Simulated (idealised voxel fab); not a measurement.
Process module heading - voxel capacitor over wiring
Cross-sectional view cut (width: 150 nm; square cell size: 5 nm).
A cross-section is written here as square cells arranged in a grid, and it is given in bands from the top down, each band taking up one or more rows of cells.
Quick guide to a band line: top height, bottom height (nm) up front; then every material left to right with its width in nm. Only one material and it's marked "all across"? Then it fills the band edge to edge. And "blank" just means empty space.
Zero point of the height axis is 0; under it, received wafer = one material. Lowest band: continues down indefinitely, "0 nm and below".
The width entry "30 to 40" should be interpreted row by row: the top row of cells in the band takes the first number, the bottom row takes the second number, and the change between adjacent rows is uniform throughout.
It should be understood that the words "changes: none", when stated for a given step, signify that the cross-section underwent no change in any of its cells during that step.
Closed-off voids of 8+ cells (no open route to the top) go in "Unvented cavities", written width x height at distance from the left edge, in nm.
Post-settings text on a step line: simulator's own remark regarding the step.
overlay nm: how far to the right of its planned place the mask lay on this masked step (negative: to the left).
-- The following list gives the planned process steps
| 1 | RECEIVE, material Si |
| 2 | CONFORMAL_DEP, material SiO2, thk nm 15 |
| 3 | CONFORMAL_DEP, material SiCN, thk nm 5 |
| 4 | DIRECTIONAL_DEP, material lowk, thk nm 20 |
| 5 | DIRECTIONAL_DEP, material aC, thk nm 15 |
| 6 | PATTERN, tone open, mask id METAL_1, material resist, width nm 20, pitch nm 90, thk nm 35, overlay nm 0 |
| 7 | DIRECTIONAL_ETCH, etch materials aC, depth nm 15 |
| 8 | STRIP, etch materials resist |
| 9 | DIRECTIONAL_ETCH, etch materials lowk, depth nm 20 |
| 10 | DIRECTIONAL_ETCH, etch materials SiCN, depth nm 5 |
| 11 | STRIP, etch materials aC |
| 12 | CONFORMAL_DEP, material TiN, thk nm 5 |
| 13 | FILL_DEP, material Cu, thk nm 10 |
| 14 | CMP, height nm 40 |
| 15 | CONFORMAL_DEP, material SiCN, thk nm 5 |
| 16 | DIRECTIONAL_DEP, material SiO2, thk nm 10 |
| 17 | DIRECTIONAL_DEP, material aC, thk nm 10 |
| 18 | PATTERN, tone open, mask id PLUG_1, material resist, width nm 15, thk nm 25, overlay nm 0 |
| 19 | DIRECTIONAL_ETCH, etch materials aC, depth nm 10 |
| 20 | STRIP, etch materials resist |
| 21 | DIRECTIONAL_ETCH, etch materials SiO2, depth nm 10 |
| 22 | DIRECTIONAL_ETCH, etch materials SiCN, depth nm 5 |
| 23 | STRIP, etch materials aC |
| 24 | EPI, material Ru, thk nm 10 |
| 25 | EPI, material Ru, thk nm 5 |
| 26 | DIRECTIONAL_DEP, material TiN, thk nm 10 |
| 27 | DIRECTIONAL_DEP, material SiN, thk nm 5 |
| 28 | DIRECTIONAL_DEP, material TiN, thk nm 10 |
| 29 | MASKED_ETCH, tone cover, mask id UPPER_PLATE, width nm 75, etch materials TiN, depth nm 10, overlay nm 0 |
| 30 | MASKED_ETCH, tone cover, mask id UPPER_PLATE, width nm 75, etch materials SiN, depth nm 5, overlay nm 0 |
| 31 | MASKED_ETCH, tone cover, mask id LOWER_PLATE, width nm 85, etch materials TiN, depth nm 10, overlay nm 0 |
| 32 | FILL_DEP, material SiO2, thk nm 15 |
| 33 | CMP, height nm 90 |
| 34 | MASKED_ETCH, tone open, mask id PLUG_2, width nm 15, etch materials SiO2, depth nm 10, overlay nm 0 |
| 35 | CONFORMAL_DEP, material TiN, thk nm 5 |
| 36 | FILL_DEP, material Cu, thk nm 10 |
| 37 | CMP, height nm 90 |
| 38 | CONFORMAL_DEP, material SiCN, thk nm 5 |
-- Cross-section of the wafer upon arrival, representing the state reached after step 1
    0 nm and below = Si all across
    Unvented cavities: none
-- One mistake in running the module, otherwise start and plan as above: cross-section at the end
    95 nm to 90 nm = SiCN all across
    90 nm to 85 nm = 35 of SiO2 / 5 of TiN / 5 of Cu / 5 of TiN / 100 of SiO2
    85 nm to 80 nm = 35 of SiO2 / 15 of TiN / 100 of SiO2
    80 nm to 70 nm = 25 of SiO2 / 75 of TiN / 50 of SiO2
    70 nm to 65 nm = 25 of SiO2 / 75 of SiN / 50 of SiO2
    65 nm to 55 nm = 20 of SiO2 / 85 of TiN / 45 of SiO2
    55 nm to 45 nm = 35 of SiO2 / 15 of Ru / 100 of SiO2
    45 nm to 40 nm = 35 of SiCN / 15 of Ru / 100 of SiCN
    40 nm to 20 nm = 20 of lowk / 5 of TiN / 10 of Cu / 5 of TiN / 70 of lowk / 5 of TiN / 10 of Cu / 5 of TiN / 20 of lowk
    20 nm to 15 nm = 20 of SiCN / 20 of TiN / 70 of SiCN / 20 of TiN / 20 of SiCN
    15 nm to 0 nm = SiO2 all across
    0 nm and below = Si all across
    Unvented cavities: none
Where did the run depart from the plan? step 18 ran with different settings than intended, the actual operation and settings being PATTERN, tone open, mask id PLUG_1, material resist, width nm 15, thk nm 25, overlay nm 10
